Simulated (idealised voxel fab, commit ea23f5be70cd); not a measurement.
process module | voxel self aligned contacts
cross-section cut | 185 nm wide | cells 5 nm
A cross-section is a grid of square cells, given in bands from the top down. A band is one or more rows of cells.
Each band's line starts with the height of the band's top and of its bottom, in nm. Then come its materials from left to right, each with its width in nm. One material with "throughout" fills the band from edge to edge. "air" is empty space.
Height 0 is the level under which the wafer as received is all one material. The lowest band goes on downwards, as in "0 down".
A width such as "30 to 40" changes by the same amount from each row of cells to the next, from the band's top row to its bottom row.
"no change" after a step means that no cell of the cross-section changed.
closed voids: empty space of 8 cells or more with no open way to the top, each as width x height at its distance from the left edge, in nm
after a step's settings: what the simulator itself notes on the step
overlay nm, on a step with a mask: how far to the right of its planned place the mask lay; to the left if negative
plan
1 op RECEIVE | material Si
2 op CONFORMAL_DEP | material SiO2 | thk nm 5
3 op DIRECTIONAL_DEP | material polySi | thk nm 20
4 op DIRECTIONAL_DEP | material SiN | thk nm 15
5 op DIRECTIONAL_DEP | material aC | thk nm 10
6 op PATTERN | tone cover | mask id GATE | material resist | width nm 30 | pitch nm 65 | thk nm 30 | overlay nm 0
7 op DIRECTIONAL_ETCH | etch materials aC | depth nm 10
8 op STRIP | etch materials resist
9 op DIRECTIONAL_ETCH | etch materials SiN | depth nm 15
10 op DIRECTIONAL_ETCH | etch materials polySi | depth nm 20
11 op STRIP | etch materials aC
12 op CONFORMAL_DEP | material SiN | thk nm 5
13 op DIRECTIONAL_ETCH | etch materials SiN | depth nm 5
14 op FILL_DEP | material SiO2 | thk nm 15
15 op CMP | height nm 45
16 op DIRECTIONAL_DEP | material aC | thk nm 15
17 op PATTERN | tone open | mask id CONTACT | material resist | width nm 45 | thk nm 30 | overlay nm 0
18 op DIRECTIONAL_ETCH | etch materials aC | depth nm 15
19 op STRIP | etch materials resist
20 op DIRECTIONAL_ETCH | etch materials SiO2 | depth nm 45
21 op STRIP | etch materials aC
22 op CONFORMAL_DEP | material TiN | thk nm 5
23 op FILL_DEP | material W | thk nm 10
24 op CMP | height nm 45
25 op CONFORMAL_DEP | material SiCN | thk nm 5
as received, after step 1
  0 down: Si throughout
  closed voids: none
a wafer at the end: this start, this plan, one mistake
  50 to 45: SiCN throughout
  45 to 40: SiO2 40 | SiN 40 | TiN 25 | SiN 40 | SiO2 40
  40 to 25: SiN throughout
  25 to 5: polySi throughout
  5 to 0: SiO2 throughout
  0 down: Si throughout
  closed voids: none
what went wrong: step 4 was run twice
